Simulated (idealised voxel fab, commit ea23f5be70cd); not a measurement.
process module | voxel wiring stack
Square cells of 5 nm make up the cross-section cut, whose width is 205 nm.
Cross-section spec: square-cell grid; bands listed top down; each band is one or more rows.
Look at the band entry: it leads with the top's height and the bottom's height in nm. Then it lists the materials left to right, with a width in nm for each. The word "edge to edge" on a single material says that material fills the band edge to edge. The word "empty" is empty space.
All heights in this document are referenced to 0, defined as the level beneath which the wafer, as received, consists entirely of one material. The lowest band is not bounded below; it extends indefinitely downward and is written in the form "0 down".
When a width is written as two numbers, as in "30->40", the first number is the width in the top row of cells of the band and the second is the width in its bottom row, and the width changes by the same amount from each row to the next.
A step reported as "same as before" is a step in which no cell of the cross-section changed.
What "Trapped voids" gives you is every empty space of 8 cells or more that is cut off from the top. Each appears as width x height at distance, with the distance taken from the left edge and width, height and distance all in nm.
If you see something after the settings on a step's line, that's the simulator's own remark about that step.
Each step line may optionally specify "overlay nm", which for a step with a mask gives the rightward distance between the mask's planned place and where it lay, a negative value indicating the leftward direction.

## The steps planned for the process are as follows
step 1: RECEIVE (material Si)
step 2: CONFORMAL_DEP (material SiO2; thk nm 15)
step 3: DIRECTIONAL_DEP (material TiN; thk nm 5)
step 4: DIRECTIONAL_DEP (material W; thk nm 25)
step 5: PATTERN (tone cover; mask id METAL_1; material resist; width nm 30; pitch nm 55; thk nm 15; overlay nm 0)
step 6: DIRECTIONAL_ETCH (etch materials W; depth nm 25)
step 7: DIRECTIONAL_ETCH (etch materials TiN; depth nm 5)
step 8: STRIP (etch materials resist)
step 9: FILL_DEP (material lowk; thk nm 5)
step 10: CMP (height nm 45)
step 11: CONFORMAL_DEP (material SiCN; thk nm 5)
step 12: DIRECTIONAL_DEP (material SiO2; thk nm 20)
step 13: DIRECTIONAL_DEP (material aC; thk nm 10)
step 14: PATTERN (tone open; mask id PLUG_1; material resist; width nm 15; pitch nm 110; thk nm 30; overlay nm 0)
step 15: DIRECTIONAL_ETCH (etch materials aC; depth nm 10)
step 16: STRIP (etch materials resist)
step 17: DIRECTIONAL_ETCH (etch materials SiO2; depth nm 20)
step 18: DIRECTIONAL_ETCH (etch materials SiCN; depth nm 5)
step 19: STRIP (etch materials aC)
step 20: CONFORMAL_DEP (material TiN; thk nm 5)
step 21: FILL_DEP (material W; thk nm 5)
step 22: CMP (height nm 70)
step 23: DIRECTIONAL_DEP (material TiN; thk nm 5)
step 24: DIRECTIONAL_DEP (material W; thk nm 15)
step 25: PATTERN (tone cover; mask id METAL_2; material resist; width nm 30; pitch nm 55; thk nm 20; overlay nm 0)
step 26: DIRECTIONAL_ETCH (etch materials W; depth nm 15)
step 27: DIRECTIONAL_ETCH (etch materials TiN; depth nm 5)
step 28: STRIP (etch materials resist)
step 29: FILL_DEP (material SiO2; thk nm 10)
step 30: CMP (height nm 90)
step 31: CONFORMAL_DEP (material SiCN; thk nm 5)
step 32: DIRECTIONAL_DEP (material lowk; thk nm 30)
step 33: PATTERN (tone open; mask id METAL_3_HOLES; material resist; width nm 15; pitch nm 55; thk nm 20; overlay nm 0)
step 34: DIRECTIONAL_ETCH (etch materials lowk; depth nm 30)
step 35: STRIP (etch materials resist)
step 36: MASKED_ETCH (tone open; mask id METAL_3; width nm 30; pitch nm 55; etch materials lowk; depth nm 15; overlay nm 0)
step 37: MASKED_ETCH (tone open; mask id METAL_3; width nm 30; pitch nm 55; etch materials SiCN; depth nm 5; overlay nm 0)
step 38: CONFORMAL_DEP (material TiN; thk nm 5)
step 39: FILL_DEP (material Ru; thk nm 10)
step 40: CMP (height nm 125)
step 41: CONFORMAL_DEP (material SiN; thk nm 5)

## First of two wafers, processed according to plan

## So this is the incoming wafer in cross-section - it's already been through step 1
	0 down: Si edge to edge
	Trapped voids: none

## The wafer, seen in cross-section, after step 2
	15 to 0: SiO2 edge to edge
	No changes below 0.

## The wafer, seen in cross-section, after step 3
	20 to 15: TiN edge to edge
	No changes below 15.

## The wafer, seen in cross-section, after step 4
	45 to 20: W edge to edge
	No changes below 20.

## The wafer, seen in cross-section, after step 5
	60 to 45: empty (30) / resist (30) / empty (25) / resist (30) / empty (25) / resist (30) / empty (35)
	No changes below 45.

## The wafer, seen in cross-section, after step 6
	60 to 45: empty (30) / resist (30) / empty (25) / resist (30) / empty (25) / resist (30) / empty (35)
	45 to 20: empty (30) / W (30) / empty (25) / W (30) / empty (25) / W (30) / empty (35)
	No changes below 20.

## The wafer, seen in cross-section, after step 7
	60 to 45: empty (30) / resist (30) / empty (25) / resist (30) / empty (25) / resist (30) / empty (35)
	45 to 20: empty (30) / W (30) / empty (25) / W (30) / empty (25) / W (30) / empty (35)
	20 to 15: empty (30) / TiN (30) / empty (25) / TiN (30) / empty (25) / TiN (30) / empty (35)
	No changes below 15.

## The wafer, seen in cross-section, after step 8
	45 to 20: empty (30) / W (30) / empty (25) / W (30) / empty (25) / W (30) / empty (35)
	No changes below 20.

## The wafer, seen in cross-section, after step 9
	50 to 45: lowk edge to edge
	45 to 20: lowk (30) / W (30) / lowk (25) / W (30) / lowk (25) / W (30) / lowk (35)
	20 to 15: lowk (30) / TiN (30) / lowk (25) / TiN (30) / lowk (25) / TiN (30) / lowk (35)
	No changes below 15.

## The wafer, seen in cross-section, after step 10
	45 to 20: lowk (30) / W (30) / lowk (25) / W (30) / lowk (25) / W (30) / lowk (35)
	No changes below 20.

## The wafer, seen in cross-section, after step 11
	50 to 45: SiCN edge to edge
	No changes below 45.

## The wafer, seen in cross-section, after step 12
	70 to 50: SiO2 edge to edge
	No changes below 50.

## The wafer, seen in cross-section, after step 13
	80 to 70: aC edge to edge
	No changes below 70.

## The wafer, seen in cross-section, after step 14
	110 to 80: resist (30) / empty (15) / resist (95) / empty (15) / resist (50)
	No changes below 80.

## The wafer, seen in cross-section, after step 15
	100 to 80: resist (30) / empty (15) / resist (95) / empty (15) / resist (50)
	80 to 70: aC (30) / empty (15) / aC (95) / empty (15) / aC (50)
	No changes below 70.

## The wafer, seen in cross-section, after step 16
	80 to 70: aC (30) / empty (15) / aC (95) / empty (15) / aC (50)
	No changes below 70.

## The wafer, seen in cross-section, after step 17
	80 to 70: aC (30) / empty (15) / aC (95) / empty (15) / aC (50)
	70 to 50: SiO2 (30) / empty (15) / SiO2 (95) / empty (15) / SiO2 (50)
	No changes below 50.

## The wafer, seen in cross-section, after step 18
	80 to 70: aC (30) / empty (15) / aC (95) / empty (15) / aC (50)
	70 to 50: SiO2 (30) / empty (15) / SiO2 (95) / empty (15) / SiO2 (50)
	50 to 45: SiCN (30) / empty (15) / SiCN (95) / empty (15) / SiCN (50)
	No changes below 45.

## The wafer, seen in cross-section, after step 19
	70 to 50: SiO2 (30) / empty (15) / SiO2 (95) / empty (15) / SiO2 (50)
	No changes below 50.

## The wafer, seen in cross-section, after step 20
	75 to 70: TiN (35) / empty (5) / TiN (105) / empty (5) / TiN (55)
	70 to 50: SiO2 (30) / TiN (5) / empty (5) / TiN (5) / SiO2 (95) / TiN (5) / empty (5) / TiN (5) / SiO2 (50)
	50 to 45: SiCN (30) / TiN (15) / SiCN (95) / TiN (15) / SiCN (50)
	No changes below 45.

## The wafer, seen in cross-section, after step 21
	80 to 75: W edge to edge
	75 to 70: TiN (35) / W (5) / TiN (105) / W (5) / TiN (55)
	70 to 50: SiO2 (30) / TiN (5) / W (5) / TiN (5) / SiO2 (95) / TiN (5) / W (5) / TiN (5) / SiO2 (50)
	No changes below 50.

## The wafer, seen in cross-section, after step 22
	70 to 50: SiO2 (30) / TiN (5) / W (5) / TiN (5) / SiO2 (95) / TiN (5) / W (5) / TiN (5) / SiO2 (50)
	No changes below 50.

## The wafer, seen in cross-section, after step 23
	75 to 70: TiN edge to edge
	No changes below 70.

## The wafer, seen in cross-section, after step 24
	90 to 75: W edge to edge
	No changes below 75.

## The wafer, seen in cross-section, after step 25
	110 to 90: empty (30) / resist (30) / empty (25) / resist (30) / empty (25) / resist (30) / empty (35)
	No changes below 90.

## The wafer, seen in cross-section, after step 26
	110 to 90: empty (30) / resist (30) / empty (25) / resist (30) / empty (25) / resist (30) / empty (35)
	90 to 75: empty (30) / W (30) / empty (25) / W (30) / empty (25) / W (30) / empty (35)
	No changes below 75.

## The wafer, seen in cross-section, after step 27
	110 to 90: empty (30) / resist (30) / empty (25) / resist (30) / empty (25) / resist (30) / empty (35)
	90 to 75: empty (30) / W (30) / empty (25) / W (30) / empty (25) / W (30) / empty (35)
	75 to 70: empty (30) / TiN (30) / empty (25) / TiN (30) / empty (25) / TiN (30) / empty (35)
	No changes below 70.

## The wafer, seen in cross-section, after step 28
	90 to 75: empty (30) / W (30) / empty (25) / W (30) / empty (25) / W (30) / empty (35)
	No changes below 75.

## The wafer, seen in cross-section, after step 29
	100 to 90: SiO2 edge to edge
	90 to 75: SiO2 (30) / W (30) / SiO2 (25) / W (30) / SiO2 (25) / W (30) / SiO2 (35)
	75 to 70: SiO2 (30) / TiN (30) / SiO2 (25) / TiN (30) / SiO2 (25) / TiN (30) / SiO2 (35)
	No changes below 70.

## The wafer, seen in cross-section, after step 30
	90 to 75: SiO2 (30) / W (30) / SiO2 (25) / W (30) / SiO2 (25) / W (30) / SiO2 (35)
	No changes below 75.

## The wafer, seen in cross-section, after step 31
	95 to 90: SiCN edge to edge
	No changes below 90.

## The wafer, seen in cross-section, after step 32
	125 to 95: lowk edge to edge
	No changes below 95.

## The wafer, seen in cross-section, after step 33
	145 to 125: resist (30) / empty (15) / resist (40) / empty (15) / resist (40) / empty (15) / resist (50)
	No changes below 125.

## The wafer, seen in cross-section, after step 34
	145 to 125: resist (30) / empty (15) / resist (40) / empty (15) / resist (40) / empty (15) / resist (50)
	125 to 95: lowk (30) / empty (15) / lowk (40) / empty (15) / lowk (40) / empty (15) / lowk (50)
	No changes below 95.

## The wafer, seen in cross-section, after step 35
	125 to 95: lowk (30) / empty (15) / lowk (40) / empty (15) / lowk (40) / empty (15) / lowk (50)
	No changes below 95.

## The wafer, seen in cross-section, after step 36
	125 to 110: lowk (30) / empty (30) / lowk (25) / empty (30) / lowk (25) / empty (30) / lowk (35)
	No changes below 110.

## The wafer, seen in cross-section, after step 37
	125 to 110: lowk (30) / empty (30) / lowk (25) / empty (30) / lowk (25) / empty (30) / lowk (35)
	110 to 95: lowk (30) / empty (15) / lowk (40) / empty (15) / lowk (40) / empty (15) / lowk (50)
	95 to 90: SiCN (30) / empty (15) / SiCN (40) / empty (15) / SiCN (40) / empty (15) / SiCN (50)
	No changes below 90.

## The wafer, seen in cross-section, after step 38
	130 to 125: TiN (35) / empty (20) / TiN (35) / empty (20) / TiN (35) / empty (20) / TiN (40)
	125 to 115: lowk (30) / TiN (5) / empty (20) / TiN (5) / lowk (25) / TiN (5) / empty (20) / TiN (5) / lowk (25) / TiN (5) / empty (20) / TiN (5) / lowk (35)
	115 to 110: lowk (30) / TiN (5) / empty (5) / TiN (20) / lowk (25) / TiN (5) / empty (5) / TiN (20) / lowk (25) / TiN (5) / empty (5) / TiN (20) / lowk (35)
	110 to 95: lowk (30) / TiN (5) / empty (5) / TiN (5) / lowk (40) / TiN (5) / empty (5) / TiN (5) / lowk (40) / TiN (5) / empty (5) / TiN (5) / lowk (50)
	95 to 90: SiCN (30) / TiN (15) / SiCN (40) / TiN (15) / SiCN (40) / TiN (15) / SiCN (50)
	No changes below 90.

## The wafer, seen in cross-section, after step 39
	140 to 130: Ru edge to edge
	130 to 125: TiN (35) / Ru (20) / TiN (35) / Ru (20) / TiN (35) / Ru (20) / TiN (40)
	125 to 115: lowk (30) / TiN (5) / Ru (20) / TiN (5) / lowk (25) / TiN (5) / Ru (20) / TiN (5) / lowk (25) / TiN (5) / Ru (20) / TiN (5) / lowk (35)
	115 to 110: lowk (30) / TiN (5) / Ru (5) / TiN (20) / lowk (25) / TiN (5) / Ru (5) / TiN (20) / lowk (25) / TiN (5) / Ru (5) / TiN (20) / lowk (35)
	110 to 95: lowk (30) / TiN (5) / Ru (5) / TiN (5) / lowk (40) / TiN (5) / Ru (5) / TiN (5) / lowk (40) / TiN (5) / Ru (5) / TiN (5) / lowk (50)
	No changes below 95.

## The wafer, seen in cross-section, after step 40
	125 to 115: lowk (30) / TiN (5) / Ru (20) / TiN (5) / lowk (25) / TiN (5) / Ru (20) / TiN (5) / lowk (25) / TiN (5) / Ru (20) / TiN (5) / lowk (35)
	No changes below 115.

## The wafer, seen in cross-section, after step 41
	130 to 125: SiN edge to edge
	No changes below 125.

## It is to be noted that the second wafer proceeded from the same initial state and according to the same plan as the first, although one mistake was committed in its execution; through step 39, inclusive, the two wafers share an identical history

Here is the second wafer in cross-section at the point where step 40 of the plan should have been done: same as before

## Here is the second wafer in cross-section at the point where step 41 of the plan should have been done
	145 to 140: SiN edge to edge
	No changes below 140.
Error vs. plan: step 40 of the plan was bypassed and not carried out
Per the end-of-run cell counts, the second wafer holds more or fewer of some materials than the first: Ru +94, TiN +29
